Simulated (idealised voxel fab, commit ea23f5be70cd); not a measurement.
The process module that follows is named voxel wiring stack.
It is cross-section cut that appears here, measuring 190 nm in width, its square cells being 5 nm in size.
In this document a cross-section is written as a grid of square cells. It is given as a series of bands, listed from the top down, and a band is one or more rows of cells. Basically the band line says how high the top is and how high the bottom is, in nm, and then what's in it from left to right, every material with its width in nm. Empty space shows up as "air", and if a single material carries "throughout" it runs the full band edge to edge. The reference from which all heights are counted is 0, the level beneath which the as-received wafer is entirely one material; the lowest band, having no lower bound, proceeds downward and is written after the example "0 -> down". A width given as "30..40" starts at the first number in the band's top row and ends at the second number in its bottom row, shifting by an equal amount at every step from row to row. No cell of the cross-section changed in a step that is given as "nothing changed". The entry "Sealed voids" lists the empty spaces that cover at least 8 cells and have no open path to the top. Each is written as width x height at distance, where the distance is measured from the left edge and all three values are in nm. after a step's settings: what the simulator itself notes on the step. overlay nm: where the mask lay relative to plan, measured to the right, on steps with a mask; negatives go left.

[These are the steps we planned for the process]
| 1 | RECEIVE (material Si) |
| 2 | CONFORMAL_DEP (material SiO2; thk nm 15) |
| 3 | CONFORMAL_DEP (material SiN; thk nm 5) |
| 4 | DIRECTIONAL_DEP (material lowk; thk nm 20) |
| 5 | PATTERN (tone open; mask id METAL_1; material resist; width nm 25; pitch nm 45; thk nm 15; overlay nm 0) |
| 6 | DIRECTIONAL_ETCH (etch materials lowk; depth nm 20) |
| 7 | DIRECTIONAL_ETCH (etch materials SiN; depth nm 5) |
| 8 | STRIP (etch materials resist) |
| 9 | CONFORMAL_DEP (material TiN; thk nm 5) |
| 10 | FILL_DEP (material Cu; thk nm 10) |
| 11 | CMP (height nm 40) |
| 12 | CONFORMAL_DEP (material SiCN; thk nm 5) |
| 13 | DIRECTIONAL_DEP (material lowk; thk nm 10) |
| 14 | PATTERN (tone open; mask id PLUG_1; material resist; width nm 15; pitch nm 90; thk nm 20; overlay nm 0) |
| 15 | DIRECTIONAL_ETCH (etch materials lowk; depth nm 10) |
| 16 | DIRECTIONAL_ETCH (etch materials SiCN; depth nm 5) |
| 17 | STRIP (etch materials resist) |
| 18 | CONFORMAL_DEP (material TiN; thk nm 5) |
| 19 | FILL_DEP (material W; thk nm 5) |
| 20 | CMP (height nm 55) |
| 21 | CONFORMAL_DEP (material SiN; thk nm 5) |
| 22 | DIRECTIONAL_DEP (material lowk; thk nm 20) |
| 23 | MASKED_ETCH (tone open; mask id METAL_2; width nm 25; pitch nm 45; etch materials lowk; depth nm 20; overlay nm 0) |
| 24 | MASKED_ETCH (tone open; mask id METAL_2; width nm 25; pitch nm 45; etch materials SiN; depth nm 5; overlay nm 0) |
| 25 | CONFORMAL_DEP (material TiN; thk nm 5) |
| 26 | FILL_DEP (material Cu; thk nm 10) |
| 27 | CMP (height nm 80) |
| 28 | EPI (material Ru; thk nm 5) |
| 29 | FILL_DEP (material SiCN; thk nm 5) |

[Wafer cross-section on receipt, i.e. after step 1]
0 -> down  Si throughout
Sealed voids: none

[The first of two wafers, cross-sectioned at the end of the module, with the run proceeding as planned]
90 -> 85  SiCN throughout
85 -> 80  SiCN=10  Ru=35  SiCN=10  Ru=35  SiCN=10  Ru=35  SiCN=10  Ru=35  SiCN=10
80 -> 60  lowk=15  TiN=5  Cu=15  TiN=5  lowk=20  TiN=5  Cu=15  TiN=5  lowk=20  TiN=5  Cu=15  TiN=5  lowk=20  TiN=5  Cu=15  TiN=5  lowk=15
60 -> 55  SiN=15  TiN=25  SiN=20  TiN=25  SiN=20  TiN=25  SiN=20  TiN=25  SiN=15
55 -> 45  lowk=15  TiN=5  W=5  TiN=5  lowk=75  TiN=5  W=5  TiN=5  lowk=70
45 -> 40  SiCN=15  TiN=15  SiCN=75  TiN=15  SiCN=70
40 -> 20  lowk=15  TiN=5  Cu=15  TiN=5  lowk=20  TiN=5  Cu=15  TiN=5  lowk=20  TiN=5  Cu=15  TiN=5  lowk=20  TiN=5  Cu=15  TiN=5  lowk=15
20 -> 15  SiN=15  TiN=25  SiN=20  TiN=25  SiN=20  TiN=25  SiN=20  TiN=25  SiN=15
15 -> 0  SiO2 throughout
0 -> down  Si throughout
Sealed voids: none

[Cross-section of the latter of the two wafers at module completion. It had an identical start and an identical plan to the former; in running it, one mistake was made]
90 -> 85  SiCN throughout
85 -> 80  SiCN=10  Ru=35  SiCN=10  Ru=35  SiCN=10  Ru=35  SiCN=10  Ru=35  SiCN=10
80 -> 60  lowk=15  TiN=5  Cu=15  TiN=5  lowk=20  TiN=5  Cu=15  TiN=5  lowk=20  TiN=5  Cu=15  TiN=5  lowk=20  TiN=5  Cu=15  TiN=5  lowk=15
60 -> 55  SiN=15  TiN=25  SiN=20  TiN=25  SiN=20  TiN=25  SiN=20  TiN=25  SiN=15
55 -> 45  lowk=15  TiN=5  W=5  TiN=5  lowk=75  TiN=5  W=5  TiN=5  lowk=70
45 -> 40  SiCN=15  TiN=15  SiCN=75  TiN=15  SiCN=70
40 -> 35  SiN=15  TiN=25  SiN=20  TiN=25  SiN=20  TiN=25  SiN=20  TiN=25  SiN=15
35 -> 15  lowk throughout
15 -> 0  SiO2 throughout
0 -> down  Si throughout
Sealed voids: none
What broke from the plan during processing? the executed order of steps 3 and 4 is the reverse of that specified in the plan, each step having taken the other's position
The closing comparison, in cells, has the second wafer with more or fewer of some materials than the first: Cu: 48 fewer; TiN: 32 fewer; lowk: 80 more
